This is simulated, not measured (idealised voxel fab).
voxel ribs on slabs: a process module
Cross-sectional view cut (width: 205 nm; square cell size: 5 nm).
We lay out every cross-section as a grid of square cells and spell it out in bands from the top down, where one band means one or more rows of cells. Band entry format. Leading values: height of top, height of bottom, nm. Remainder: materials in left-to-right order, each with its width in nm. Special words: "throughout" on a single material, which then fills the band edge to edge; "air", empty space. The level at which height equals 0 is the one under which the wafer, as it arrives, is entirely one material. No lower edge exists for the bottom band, which continues downward and is notated as in "0 nm and below". Width spec "30 to 40" -> top row of cells at first value, bottom row at second value, equal per-row change in between. No cell of the cross-section changed in a step that is given as "nothing altered". This entry, "Closed void register", enumerates those empty regions of no fewer than 8 cells that possess no open connection to the top. Each region is reported in the form width x height at distance, the distance being taken from the left edge, with all three quantities expressed in nm. Post-settings text on a step line: simulator's own remark regarding the step. Regarding "overlay nm": on a step with a mask, it is the distance the mask lay to the right of its planned place; a negative value places it to the left.
-- Steps planned for the process
1) op RECEIVE | material Si
2) op DIRECTIONAL_DEP | material SiO2 | thk nm 30
3) op DIRECTIONAL_DEP | material polySi | thk nm 15
4) op PATTERN | tone cover | mask id RIB | material resist | width nm 30 | thk nm 20 | overlay nm 0
5) op DIRECTIONAL_ETCH | etch materials polySi | depth nm 5
6) op STRIP | etch materials resist
7) op PATTERN | tone cover | mask id SLAB | material resist | width nm 80 | thk nm 20 | overlay nm 0
8) op DIRECTIONAL_ETCH | etch materials polySi | depth nm 10
9) op STRIP | etch materials resist
10) op FILL_DEP | material SiO2 | thk nm 20
11) op CMP | height nm 60
12) op DIRECTIONAL_DEP | material TiN | thk nm 10
13) op DIRECTIONAL_DEP | material aC | thk nm 15
14) op PATTERN | tone cover | mask id HEATER | material resist | width nm 40 | thk nm 35 | overlay nm 0
15) op DIRECTIONAL_ETCH | etch materials aC | depth nm 15
16) op STRIP | etch materials resist
17) op DIRECTIONAL_ETCH | etch materials TiN | depth nm 10
18) op STRIP | etch materials aC
19) op CONFORMAL_DEP | material SiN | thk nm 5
-- The first wafer of two, processed as planned
-- The cross-section here shows the wafer as received, i.e. in its state after step 1
> 0 nm and below = Si throughout
> Closed void register: none
-- After step 2: wafer cross-section
> 30 nm to 0 nm = SiO2 throughout
> At heights below 0, the structure remains unaltered.
-- After step 3: wafer cross-section
> 45 nm to 30 nm = polySi throughout
> At heights below 30, the structure remains unaltered.
-- After step 4: wafer cross-section
> 65 nm to 45 nm = 85 air | 30 resist | 90 air
> At heights below 45, the structure remains unaltered.
-- After step 5: wafer cross-section
> 65 nm to 45 nm = 85 air | 30 resist | 90 air
> 45 nm to 40 nm = 85 air | 30 polySi | 90 air
> At heights below 40, the structure remains unaltered.
-- After step 6: wafer cross-section
> 45 nm to 40 nm = 85 air | 30 polySi | 90 air
> At heights below 40, the structure remains unaltered.
-- After step 7: wafer cross-section
> 65 nm to 45 nm = 60 air | 80 resist | 65 air
> 45 nm to 40 nm = 60 air | 25 resist | 30 polySi | 25 resist | 65 air
> At heights below 40, the structure remains unaltered.
-- After step 8: wafer cross-section
> 65 nm to 45 nm = 60 air | 80 resist | 65 air
> 45 nm to 40 nm = 60 air | 25 resist | 30 polySi | 25 resist | 65 air
> 40 nm to 30 nm = 60 air | 80 polySi | 65 air
> At heights below 30, the structure remains unaltered.
-- After step 9: wafer cross-section
> 45 nm to 40 nm = 85 air | 30 polySi | 90 air
> At heights below 40, the structure remains unaltered.
-- After step 10: wafer cross-section
> 65 nm to 45 nm = SiO2 throughout
> 45 nm to 40 nm = 85 SiO2 | 30 polySi | 90 SiO2
> 40 nm to 30 nm = 60 SiO2 | 80 polySi | 65 SiO2
> At heights below 30, the structure remains unaltered.
-- After step 11: wafer cross-section
> 60 nm to 45 nm = SiO2 throughout
> At heights below 45, the structure remains unaltered.
-- After step 12: wafer cross-section
> 70 nm to 60 nm = TiN throughout
> At heights below 60, the structure remains unaltered.
-- After step 13: wafer cross-section
> 85 nm to 70 nm = aC throughout
> At heights below 70, the structure remains unaltered.
-- After step 14: wafer cross-section
> 120 nm to 85 nm = 80 air | 40 resist | 85 air
> At heights below 85, the structure remains unaltered.
-- After step 15: wafer cross-section
> 105 nm to 85 nm = 80 air | 40 resist | 85 air
> 85 nm to 70 nm = 80 air | 40 aC | 85 air
> At heights below 70, the structure remains unaltered.
-- After step 16: wafer cross-section
> 85 nm to 70 nm = 80 air | 40 aC | 85 air
> At heights below 70, the structure remains unaltered.
-- After step 17: wafer cross-section
> 85 nm to 70 nm = 80 air | 40 aC | 85 air
> 70 nm to 60 nm = 80 air | 40 TiN | 85 air
> At heights below 60, the structure remains unaltered.
-- After step 18: wafer cross-section
> 70 nm to 60 nm = 80 air | 40 TiN | 85 air
> At heights below 60, the structure remains unaltered.
-- After step 19: wafer cross-section
> 75 nm to 70 nm = 75 air | 50 SiN | 80 air
> 70 nm to 65 nm = 75 air | 5 SiN | 40 TiN | 5 SiN | 80 air
> 65 nm to 60 nm = 80 SiN | 40 TiN | 85 SiN
> At heights below 60, the structure remains unaltered.
-- Wafer two of the pair: same origin, same plan, one error during the run; identical to wafer one up to and including step 6
-- Cross-section of the second wafer corresponding to the planned conclusion of step 7
> 65 nm to 45 nm = 55 air | 90 resist | 60 air
> 45 nm to 40 nm = 55 air | 30 resist | 30 polySi | 30 resist | 60 air
> At heights below 40, the structure remains unaltered.
-- Cross-section of the second wafer corresponding to the planned conclusion of step 8
> 65 nm to 45 nm = 55 air | 90 resist | 60 air
> 45 nm to 40 nm = 55 air | 30 resist | 30 polySi | 30 resist | 60 air
> 40 nm to 30 nm = 55 air | 90 polySi | 60 air
> At heights below 30, the structure remains unaltered.
-- Cross-section of the second wafer corresponding to the planned conclusion of step 9
> 45 nm to 40 nm = 85 air | 30 polySi | 90 air
> At heights below 40, the structure remains unaltered.
-- Cross-section of the second wafer corresponding to the planned conclusion of step 10
> 65 nm to 45 nm = SiO2 throughout
> 45 nm to 40 nm = 85 SiO2 | 30 polySi | 90 SiO2
> 40 nm to 30 nm = 55 SiO2 | 90 polySi | 60 SiO2
> At heights below 30, the structure remains unaltered.
-- Cross-section of the second wafer corresponding to the planned conclusion of step 11
> 60 nm to 45 nm = SiO2 throughout
> At heights below 45, the structure remains unaltered.
-- Cross-section of the second wafer corresponding to the planned conclusion of step 12
> 70 nm to 60 nm = TiN throughout
> At heights below 60, the structure remains unaltered.
-- Cross-section of the second wafer corresponding to the planned conclusion of step 13
> 85 nm to 70 nm = aC throughout
> At heights below 70, the structure remains unaltered.
-- Cross-section of the second wafer corresponding to the planned conclusion of step 14
> 120 nm to 85 nm = 80 air | 40 resist | 85 air
> At heights below 85, the structure remains unaltered.
-- Cross-section of the second wafer corresponding to the planned conclusion of step 15
> 105 nm to 85 nm = 80 air | 40 resist | 85 air
> 85 nm to 70 nm = 80 air | 40 aC | 85 air
> At heights below 70, the structure remains unaltered.
-- Cross-section of the second wafer corresponding to the planned conclusion of step 16
> 85 nm to 70 nm = 80 air | 40 aC | 85 air
> At heights below 70, the structure remains unaltered.
-- Cross-section of the second wafer corresponding to the planned conclusion of step 17
> 85 nm to 70 nm = 80 air | 40 aC | 85 air
> 70 nm to 60 nm = 80 air | 40 TiN | 85 air
> At heights below 60, the structure remains unaltered.
-- Cross-section of the second wafer corresponding to the planned conclusion of step 18
> 70 nm to 60 nm = 80 air | 40 TiN | 85 air
> At heights below 60, the structure remains unaltered.
-- Cross-section of the second wafer corresponding to the planned conclusion of step 19
> 75 nm to 70 nm = 75 air | 50 SiN | 80 air
> 70 nm to 65 nm = 75 air | 5 SiN | 40 TiN | 5 SiN | 80 air
> 65 nm to 60 nm = 80 SiN | 40 TiN | 85 SiN
> At heights below 60, the structure remains unaltered.
In executing the process, a mistake was made relative to the plan: off-plan run, step 7, actual operation and settings op PATTERN | tone cover | mask id SLAB | material resist | width nm 90 | thk nm 20 | overlay nm 0
In the final state, the cell counts of the second wafer exceed or fall short of those of the first for the following materials: 4 fewer of SiO2 | 4 more of polySi
